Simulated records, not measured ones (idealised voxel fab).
Process module name: voxel self aligned contacts
Square cells of 5 nm make up the cross-section cut, whose width is 230 nm.
A cross-section is written here as square cells arranged in a grid, and it is given in bands from the top down, each band taking up one or more rows of cells.
Band entry format. Leading values: height of top, height of bottom, nm. Remainder: materials in left-to-right order, each with its width in nm. Special words: "everywhere" on a single material, which then fills the band edge to edge; "empty", empty space.
Basically, 0 is our baseline, since under it the wafer straight out of the box is all one material. The bottom band has no lower end and keeps on going down, so it looks like "top 0, no bottom".
You'd read "30->40" like this: the band's top row of cells is as wide as the first number, its bottom row is as wide as the second, and going down, every row changes width by the same amount as the row before did.
It should be understood that the words "no change occurred", when stated for a given step, signify that the cross-section underwent no change in any of its cells during that step.
"Closed void register": empty spaces of 8 cells or more with no open way to the top, each given as width x height at distance, distance from the left edge, all in nm.
It should be noted that, on the line of a given step, the content following the step's settings is a remark produced by the simulator itself with respect to that step.
If you see "overlay nm" on a step's line and that step has a mask, it's telling you how far right of where it was planned the mask ended up; a negative number means it went left instead.

# Set out below are the planned steps of the process
1) RECEIVE, material Si
2) OXIDIZE, depth nm 5
3) DIRECTIONAL_DEP, material polySi, thk nm 30
4) DIRECTIONAL_DEP, material SiN, thk nm 25
5) PATTERN, tone cover, mask id GATE, material resist, width nm 30, pitch nm 65, thk nm 20, overlay nm 0
6) DIRECTIONAL_ETCH, etch materials SiN, depth nm 25
7) DIRECTIONAL_ETCH, etch materials polySi, depth nm 30
8) STRIP, etch materials resist
9) CONFORMAL_DEP, material SiN, thk nm 10
10) DIRECTIONAL_ETCH, etch materials SiN, depth nm 10
11) FILL_DEP, material SiO2, thk nm 20
12) CMP, height nm 65
13) DIRECTIONAL_DEP, material aC, thk nm 15
14) PATTERN, tone open, mask id CONTACT, material resist, width nm 45, pitch nm 65, thk nm 35, overlay nm 0
15) DIRECTIONAL_ETCH, etch materials aC, depth nm 15
16) STRIP, etch materials resist
17) DIRECTIONAL_ETCH, etch materials SiO2, depth nm 70
18) STRIP, etch materials aC
19) CONFORMAL_DEP, material TiN, thk nm 5
20) FILL_DEP, material W, thk nm 10
21) CMP, height nm 65
22) CONFORMAL_DEP, material SiCN, thk nm 5

# Wafer, first of two, run as planned

# Delivered wafer in cross-section: state after step 1
top 0, no bottom | Si everywhere
Closed void register: none

# How the wafer stands in section after step 2
top 0, bottom -5 | SiO2 everywhere
Whatever lies below -5 is exactly as it was before.

# How the wafer stands in section after step 3
top 30, bottom 0 | polySi everywhere
Whatever lies below 0 is exactly as it was before.

# How the wafer stands in section after step 4
top 55, bottom 30 | SiN everywhere
Whatever lies below 30 is exactly as it was before.

# How the wafer stands in section after step 5
top 75, bottom 55 | empty 35 nm; resist 30 nm; empty 35 nm; resist 30 nm; empty 35 nm; resist 30 nm; empty 35 nm
Whatever lies below 55 is exactly as it was before.

# How the wafer stands in section after step 6
top 75, bottom 55 | empty 35 nm; resist 30 nm; empty 35 nm; resist 30 nm; empty 35 nm; resist 30 nm; empty 35 nm
top 55, bottom 30 | empty 35 nm; SiN 30 nm; empty 35 nm; SiN 30 nm; empty 35 nm; SiN 30 nm; empty 35 nm
Whatever lies below 30 is exactly as it was before.

# How the wafer stands in section after step 7
top 75, bottom 55 | empty 35 nm; resist 30 nm; empty 35 nm; resist 30 nm; empty 35 nm; resist 30 nm; empty 35 nm
top 55, bottom 30 | empty 35 nm; SiN 30 nm; empty 35 nm; SiN 30 nm; empty 35 nm; SiN 30 nm; empty 35 nm
top 30, bottom 0 | empty 35 nm; polySi 30 nm; empty 35 nm; polySi 30 nm; empty 35 nm; polySi 30 nm; empty 35 nm
Whatever lies below 0 is exactly as it was before.

# How the wafer stands in section after step 8
top 55, bottom 30 | empty 35 nm; SiN 30 nm; empty 35 nm; SiN 30 nm; empty 35 nm; SiN 30 nm; empty 35 nm
Whatever lies below 30 is exactly as it was before.

# How the wafer stands in section after step 9
top 65, bottom 30 | empty 25 nm; SiN 50 nm; empty 15 nm; SiN 50 nm; empty 15 nm; SiN 50 nm; empty 25 nm
top 30, bottom 10 | empty 25 nm; SiN 10 nm; polySi 30 nm; SiN 10 nm; empty 15 nm; SiN 10 nm; polySi 30 nm; SiN 10 nm; empty 15 nm; SiN 10 nm; polySi 30 nm; SiN 10 nm; empty 25 nm
top 10, bottom 0 | SiN 35 nm; polySi 30 nm; SiN 35 nm; polySi 30 nm; SiN 35 nm; polySi 30 nm; SiN 35 nm
Whatever lies below 0 is exactly as it was before.

# How the wafer stands in section after step 10
top 55, bottom 30 | empty 25 nm; SiN 50 nm; empty 15 nm; SiN 50 nm; empty 15 nm; SiN 50 nm; empty 25 nm
top 30, bottom 0 | empty 25 nm; SiN 10 nm; polySi 30 nm; SiN 10 nm; empty 15 nm; SiN 10 nm; polySi 30 nm; SiN 10 nm; empty 15 nm; SiN 10 nm; polySi 30 nm; SiN 10 nm; empty 25 nm
Whatever lies below 0 is exactly as it was before.

# How the wafer stands in section after step 11
top 75, bottom 55 | SiO2 everywhere
top 55, bottom 30 | SiO2 25 nm; SiN 50 nm; SiO2 15 nm; SiN 50 nm; SiO2 15 nm; SiN 50 nm; SiO2 25 nm
top 30, bottom 0 | SiO2 25 nm; SiN 10 nm; polySi 30 nm; SiN 10 nm; SiO2 15 nm; SiN 10 nm; polySi 30 nm; SiN 10 nm; SiO2 15 nm; SiN 10 nm; polySi 30 nm; SiN 10 nm; SiO2 25 nm
Whatever lies below 0 is exactly as it was before.

# How the wafer stands in section after step 12
top 65, bottom 55 | SiO2 everywhere
Whatever lies below 55 is exactly as it was before.

# How the wafer stands in section after step 13
top 80, bottom 65 | aC everywhere
Whatever lies below 65 is exactly as it was before.

# How the wafer stands in section after step 14
top 115, bottom 80 | resist 60 nm; empty 45 nm; resist 20 nm; empty 45 nm; resist 60 nm
Whatever lies below 80 is exactly as it was before.

# How the wafer stands in section after step 15
top 100, bottom 80 | resist 60 nm; empty 45 nm; resist 20 nm; empty 45 nm; resist 60 nm
top 80, bottom 65 | aC 60 nm; empty 45 nm; aC 20 nm; empty 45 nm; aC 60 nm
Whatever lies below 65 is exactly as it was before.

# How the wafer stands in section after step 16
top 80, bottom 65 | aC 60 nm; empty 45 nm; aC 20 nm; empty 45 nm; aC 60 nm
Whatever lies below 65 is exactly as it was before.

# How the wafer stands in section after step 17
top 80, bottom 65 | aC 60 nm; empty 45 nm; aC 20 nm; empty 45 nm; aC 60 nm
top 65, bottom 55 | SiO2 60 nm; empty 45 nm; SiO2 20 nm; empty 45 nm; SiO2 60 nm
top 55, bottom 30 | SiO2 25 nm; SiN 50 nm; empty 15 nm; SiN 50 nm; empty 15 nm; SiN 50 nm; SiO2 25 nm
top 30, bottom 0 | SiO2 25 nm; SiN 10 nm; polySi 30 nm; SiN 10 nm; empty 15 nm; SiN 10 nm; polySi 30 nm; SiN 10 nm; empty 15 nm; SiN 10 nm; polySi 30 nm; SiN 10 nm; SiO2 25 nm
top 0, bottom -5 | SiO2 75 nm; empty 15 nm; SiO2 50 nm; empty 15 nm; SiO2 75 nm
Whatever lies below -5 is exactly as it was before.

# How the wafer stands in section after step 18
top 65, bottom 55 | SiO2 60 nm; empty 45 nm; SiO2 20 nm; empty 45 nm; SiO2 60 nm
Whatever lies below 55 is exactly as it was before.

# How the wafer stands in section after step 19
top 70, bottom 65 | TiN 65 nm; empty 35 nm; TiN 30 nm; empty 35 nm; TiN 65 nm
top 65, bottom 55 | SiO2 60 nm; TiN 5->20 nm; empty 35->5 nm; TiN 5->20 nm; SiO2 20 nm; TiN 5->20 nm; empty 35->5 nm; TiN 5->20 nm; SiO2 60 nm
top 55, bottom 30 | SiO2 25 nm; SiN 50 nm; TiN 5 nm; empty 5 nm; TiN 5 nm; SiN 50 nm; TiN 5 nm; empty 5 nm; TiN 5 nm; SiN 50 nm; SiO2 25 nm
top 30, bottom 0 | SiO2 25 nm; SiN 10 nm; polySi 30 nm; SiN 10 nm; TiN 5 nm; empty 5 nm; TiN 5 nm; SiN 10 nm; polySi 30 nm; SiN 10 nm; TiN 5 nm; empty 5 nm; TiN 5 nm; SiN 10 nm; polySi 30 nm; SiN 10 nm; SiO2 25 nm
top 0, bottom -5 | SiO2 75 nm; TiN 15 nm; SiO2 50 nm; TiN 15 nm; SiO2 75 nm
Whatever lies below -5 is exactly as it was before.

# How the wafer stands in section after step 20
top 80, bottom 70 | W everywhere
top 70, bottom 65 | TiN 65 nm; W 35 nm; TiN 30 nm; W 35 nm; TiN 65 nm
top 65, bottom 55 | SiO2 60 nm; TiN 5->20 nm; W 35->5 nm; TiN 5->20 nm; SiO2 20 nm; TiN 5->20 nm; W 35->5 nm; TiN 5->20 nm; SiO2 60 nm
top 55, bottom 30 | SiO2 25 nm; SiN 50 nm; TiN 5 nm; W 5 nm; TiN 5 nm; SiN 50 nm; TiN 5 nm; W 5 nm; TiN 5 nm; SiN 50 nm; SiO2 25 nm
top 30, bottom 0 | SiO2 25 nm; SiN 10 nm; polySi 30 nm; SiN 10 nm; TiN 5 nm; W 5 nm; TiN 5 nm; SiN 10 nm; polySi 30 nm; SiN 10 nm; TiN 5 nm; W 5 nm; TiN 5 nm; SiN 10 nm; polySi 30 nm; SiN 10 nm; SiO2 25 nm
Whatever lies below 0 is exactly as it was before.

# How the wafer stands in section after step 21
top 65, bottom 55 | SiO2 60 nm; TiN 5->20 nm; W 35->5 nm; TiN 5->20 nm; SiO2 20 nm; TiN 5->20 nm; W 35->5 nm; TiN 5->20 nm; SiO2 60 nm
Whatever lies below 55 is exactly as it was before.

# How the wafer stands in section after step 22
top 70, bottom 65 | SiCN everywhere
Whatever lies below 65 is exactly as it was before.

# The second wafer: identical to the first at the outset and in its planned sequence, differing only in that one mistake was made during processing; up to and including step 1, its path is the first wafer's path

# Second wafer, section view, time point: scheduled end of step 2
top 0, bottom -10 | SiO2 everywhere
Whatever lies below -10 is exactly as it was before.

# Second wafer, section view, time point: scheduled end of step 3
top 30, bottom 0 | polySi everywhere
Whatever lies below 0 is exactly as it was before.

# Second wafer, section view, time point: scheduled end of step 4
top 55, bottom 30 | SiN everywhere
Whatever lies below 30 is exactly as it was before.

# Second wafer, section view, time point: scheduled end of step 5
top 75, bottom 55 | empty 35 nm; resist 30 nm; empty 35 nm; resist 30 nm; empty 35 nm; resist 30 nm; empty 35 nm
Whatever lies below 55 is exactly as it was before.

# Second wafer, section view, time point: scheduled end of step 6
top 75, bottom 55 | empty 35 nm; resist 30 nm; empty 35 nm; resist 30 nm; empty 35 nm; resist 30 nm; empty 35 nm
top 55, bottom 30 | empty 35 nm; SiN 30 nm; empty 35 nm; SiN 30 nm; empty 35 nm; SiN 30 nm; empty 35 nm
Whatever lies below 30 is exactly as it was before.

# Second wafer, section view, time point: scheduled end of step 7
top 75, bottom 55 | empty 35 nm; resist 30 nm; empty 35 nm; resist 30 nm; empty 35 nm; resist 30 nm; empty 35 nm
top 55, bottom 30 | empty 35 nm; SiN 30 nm; empty 35 nm; SiN 30 nm; empty 35 nm; SiN 30 nm; empty 35 nm
top 30, bottom 0 | empty 35 nm; polySi 30 nm; empty 35 nm; polySi 30 nm; empty 35 nm; polySi 30 nm; empty 35 nm
Whatever lies below 0 is exactly as it was before.

# Second wafer, section view, time point: scheduled end of step 8
top 55, bottom 30 | empty 35 nm; SiN 30 nm; empty 35 nm; SiN 30 nm; empty 35 nm; SiN 30 nm; empty 35 nm
Whatever lies below 30 is exactly as it was before.

# Second wafer, section view, time point: scheduled end of step 9
top 65, bottom 30 | empty 25 nm; SiN 50 nm; empty 15 nm; SiN 50 nm; empty 15 nm; SiN 50 nm; empty 25 nm
top 30, bottom 10 | empty 25 nm; SiN 10 nm; polySi 30 nm; SiN 10 nm; empty 15 nm; SiN 10 nm; polySi 30 nm; SiN 10 nm; empty 15 nm; SiN 10 nm; polySi 30 nm; SiN 10 nm; empty 25 nm
top 10, bottom 0 | SiN 35 nm; polySi 30 nm; SiN 35 nm; polySi 30 nm; SiN 35 nm; polySi 30 nm; SiN 35 nm
Whatever lies below 0 is exactly as it was before.

# Second wafer, section view, time point: scheduled end of step 10
top 55, bottom 30 | empty 25 nm; SiN 50 nm; empty 15 nm; SiN 50 nm; empty 15 nm; SiN 50 nm; empty 25 nm
top 30, bottom 0 | empty 25 nm; SiN 10 nm; polySi 30 nm; SiN 10 nm; empty 15 nm; SiN 10 nm; polySi 30 nm; SiN 10 nm; empty 15 nm; SiN 10 nm; polySi 30 nm; SiN 10 nm; empty 25 nm
Whatever lies below 0 is exactly as it was before.

# Second wafer, section view, time point: scheduled end of step 11
top 75, bottom 55 | SiO2 everywhere
top 55, bottom 30 | SiO2 25 nm; SiN 50 nm; SiO2 15 nm; SiN 50 nm; SiO2 15 nm; SiN 50 nm; SiO2 25 nm
top 30, bottom 0 | SiO2 25 nm; SiN 10 nm; polySi 30 nm; SiN 10 nm; SiO2 15 nm; SiN 10 nm; polySi 30 nm; SiN 10 nm; SiO2 15 nm; SiN 10 nm; polySi 30 nm; SiN 10 nm; SiO2 25 nm
Whatever lies below 0 is exactly as it was before.

# Second wafer, section view, time point: scheduled end of step 12
top 65, bottom 55 | SiO2 everywhere
Whatever lies below 55 is exactly as it was before.

# Second wafer, section view, time point: scheduled end of step 13
top 80, bottom 65 | aC everywhere
Whatever lies below 65 is exactly as it was before.

# Second wafer, section view, time point: scheduled end of step 14
top 115, bottom 80 | resist 60 nm; empty 45 nm; resist 20 nm; empty 45 nm; resist 60 nm
Whatever lies below 80 is exactly as it was before.

# Second wafer, section view, time point: scheduled end of step 15
top 100, bottom 80 | resist 60 nm; empty 45 nm; resist 20 nm; empty 45 nm; resist 60 nm
top 80, bottom 65 | aC 60 nm; empty 45 nm; aC 20 nm; empty 45 nm; aC 60 nm
Whatever lies below 65 is exactly as it was before.

# Second wafer, section view, time point: scheduled end of step 16
top 80, bottom 65 | aC 60 nm; empty 45 nm; aC 20 nm; empty 45 nm; aC 60 nm
Whatever lies below 65 is exactly as it was before.

# Second wafer, section view, time point: scheduled end of step 17
top 80, bottom 65 | aC 60 nm; empty 45 nm; aC 20 nm; empty 45 nm; aC 60 nm
top 65, bottom 55 | SiO2 60 nm; empty 45 nm; SiO2 20 nm; empty 45 nm; SiO2 60 nm
top 55, bottom 30 | SiO2 25 nm; SiN 50 nm; empty 15 nm; SiN 50 nm; empty 15 nm; SiN 50 nm; SiO2 25 nm
top 30, bottom 0 | SiO2 25 nm; SiN 10 nm; polySi 30 nm; SiN 10 nm; empty 15 nm; SiN 10 nm; polySi 30 nm; SiN 10 nm; empty 15 nm; SiN 10 nm; polySi 30 nm; SiN 10 nm; SiO2 25 nm
top 0, bottom -5 | SiO2 75 nm; empty 15 nm; SiO2 50 nm; empty 15 nm; SiO2 75 nm
Whatever lies below -5 is exactly as it was before.

# Second wafer, section view, time point: scheduled end of step 18
top 65, bottom 55 | SiO2 60 nm; empty 45 nm; SiO2 20 nm; empty 45 nm; SiO2 60 nm
Whatever lies below 55 is exactly as it was before.

# Second wafer, section view, time point: scheduled end of step 19
top 70, bottom 65 | TiN 65 nm; empty 35 nm; TiN 30 nm; empty 35 nm; TiN 65 nm
top 65, bottom 55 | SiO2 60 nm; TiN 5->20 nm; empty 35->5 nm; TiN 5->20 nm; SiO2 20 nm; TiN 5->20 nm; empty 35->5 nm; TiN 5->20 nm; SiO2 60 nm
top 55, bottom 30 | SiO2 25 nm; SiN 50 nm; TiN 5 nm; empty 5 nm; TiN 5 nm; SiN 50 nm; TiN 5 nm; empty 5 nm; TiN 5 nm; SiN 50 nm; SiO2 25 nm
top 30, bottom 0 | SiO2 25 nm; SiN 10 nm; polySi 30 nm; SiN 10 nm; TiN 5 nm; empty 5 nm; TiN 5 nm; SiN 10 nm; polySi 30 nm; SiN 10 nm; TiN 5 nm; empty 5 nm; TiN 5 nm; SiN 10 nm; polySi 30 nm; SiN 10 nm; SiO2 25 nm
top 0, bottom -5 | SiO2 75 nm; TiN 15 nm; SiO2 50 nm; TiN 15 nm; SiO2 75 nm
Whatever lies below -5 is exactly as it was before.

# Second wafer, section view, time point: scheduled end of step 20
top 80, bottom 70 | W everywhere
top 70, bottom 65 | TiN 65 nm; W 35 nm; TiN 30 nm; W 35 nm; TiN 65 nm
top 65, bottom 55 | SiO2 60 nm; TiN 5->20 nm; W 35->5 nm; TiN 5->20 nm; SiO2 20 nm; TiN 5->20 nm; W 35->5 nm; TiN 5->20 nm; SiO2 60 nm
top 55, bottom 30 | SiO2 25 nm; SiN 50 nm; TiN 5 nm; W 5 nm; TiN 5 nm; SiN 50 nm; TiN 5 nm; W 5 nm; TiN 5 nm; SiN 50 nm; SiO2 25 nm
top 30, bottom 0 | SiO2 25 nm; SiN 10 nm; polySi 30 nm; SiN 10 nm; TiN 5 nm; W 5 nm; TiN 5 nm; SiN 10 nm; polySi 30 nm; SiN 10 nm; TiN 5 nm; W 5 nm; TiN 5 nm; SiN 10 nm; polySi 30 nm; SiN 10 nm; SiO2 25 nm
Whatever lies below 0 is exactly as it was before.

# Second wafer, section view, time point: scheduled end of step 21
top 65, bottom 55 | SiO2 60 nm; TiN 5->20 nm; W 35->5 nm; TiN 5->20 nm; SiO2 20 nm; TiN 5->20 nm; W 35->5 nm; TiN 5->20 nm; SiO2 60 nm
Whatever lies below 55 is exactly as it was before.

# Second wafer, section view, time point: scheduled end of step 22
top 70, bottom 65 | SiCN everywhere
Whatever lies below 65 is exactly as it was before.
Heads up, the wafer didn't run the way we planned it: the process deviated at step 2: the operation and settings actually run there were OXIDIZE, depth nm 10
Per the end-of-run cell counts, the second wafer holds more or fewer of some materials than the first: -46 Si, +46 SiO2
